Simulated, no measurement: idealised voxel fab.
process module | voxel self aligned vias
Square cells of 5 nm make up the cross-section cut, whose width is 220 nm.
Bands, listed from the top down, are how a cross-section gets written in this document; the cross-section itself is a grid of square cells, and a band is one or more rows of them. Read a band's entry like this: the first values are the height of its top and the height of its bottom in nm, and what follows is the sequence of materials from left to right, each with its width in nm. Note that "blank" is empty space, and that a single material marked "full width" reaches across the band from edge to edge. It should be noted that heights are counted from 0, beneath which the wafer as supplied is of one material throughout, and that the lowest band possesses no lower boundary but continues downward, as written in "0 nm and below". Top row gets the first number, bottom row gets the second, and each row in between changes by the same step: that is how a band width like "30->40" works. When a step is marked "all unchanged", none of the cells in the cross-section changed during that step. The list in "Closed-off voids" covers empty spaces of 8 cells or more that cannot reach the top through any open way, and it gives each as width x height at distance; the distance is from the left edge, and width, height and distance are in nm. Formally, on a step line, whatever follows the settings is a remark that the simulator itself makes on the step. For masked steps, "overlay nm" on the step line gives how far right of plan the mask actually lay; a minus sign means it lay to the left.
Listed below are the process steps as planned:
1: RECEIVE, material Si
2: CONFORMAL_DEP, material SiO2, thk nm 15
3: CONFORMAL_DEP, material SiCN, thk nm 5
4: DIRECTIONAL_DEP, material lowk, thk nm 20
5: DIRECTIONAL_DEP, material aC, thk nm 10
6: PATTERN, tone open, mask id LINES, material resist, width nm 25, pitch nm 55, thk nm 25, overlay nm 0
7: DIRECTIONAL_ETCH, etch materials aC, depth nm 10
8: STRIP, etch materials resist
9: DIRECTIONAL_ETCH, etch materials lowk, depth nm 20
10: STRIP, etch materials aC
11: CONFORMAL_DEP, material TiN, thk nm 5
12: FILL_DEP, material W, thk nm 10
13: CMP, height nm 40
14: SELECTIVE_ETCH, etch materials W Ru TiN, depth nm 5
15: FILL_DEP, material SiN, thk nm 10
16: CMP, height nm 40
17: DIRECTIONAL_DEP, material lowk, thk nm 20
18: PATTERN, tone open, mask id VIAS, material resist, width nm 35, pitch nm 110, thk nm 15, overlay nm 0
19: DIRECTIONAL_ETCH, etch materials lowk, depth nm 20
20: DIRECTIONAL_ETCH, etch materials SiN, depth nm 5
21: STRIP, etch materials resist
22: CONFORMAL_DEP, material TiN, thk nm 5
23: FILL_DEP, material Cu, thk nm 10
24: CMP, height nm 60
25: CONFORMAL_DEP, material SiN, thk nm 5
Incoming wafer, cross-sectional view, post step 1:
  0 nm and below  Si full width
  Closed-off voids: none
This is how the wafer looks in cross-section once the module is done, given the starting state and plan above and one mistake in carrying the plan out:
  65 nm to 60 nm  SiN full width
  60 nm to 45 nm  35 nm lowk, 5 nm TiN, 25 nm Cu, 5 nm TiN, 75 nm lowk, 5 nm TiN, 25 nm Cu, 5 nm TiN, 40 nm lowk
  45 nm to 40 nm  35 nm lowk, 15 nm TiN, 15 nm Cu, 5 nm TiN, 75 nm lowk, 15 nm TiN, 15 nm Cu, 5 nm TiN, 40 nm lowk
  40 nm to 35 nm  45 nm lowk, 25 nm TiN, 30 nm lowk, 25 nm SiN, 30 nm lowk, 25 nm TiN, 40 nm lowk
  35 nm to 25 nm  45 nm lowk, 5 nm TiN, 15 nm W, 5 nm TiN, 30 nm lowk, 5 nm TiN, 15 nm W, 5 nm TiN, 30 nm lowk, 5 nm TiN, 15 nm W, 5 nm TiN, 40 nm lowk
  25 nm to 20 nm  45 nm lowk, 25 nm TiN, 30 nm lowk, 25 nm TiN, 30 nm lowk, 25 nm TiN, 40 nm lowk
  20 nm to 15 nm  SiCN full width
  15 nm to 0 nm  SiO2 full width
  0 nm and below  Si full width
  Closed-off voids: none
What went wrong in running the wafer? step 6 was not run as planned; what actually ran was PATTERN, tone open, mask id LINES, material resist, width nm 25, pitch nm 55, thk nm 25, overlay nm 5
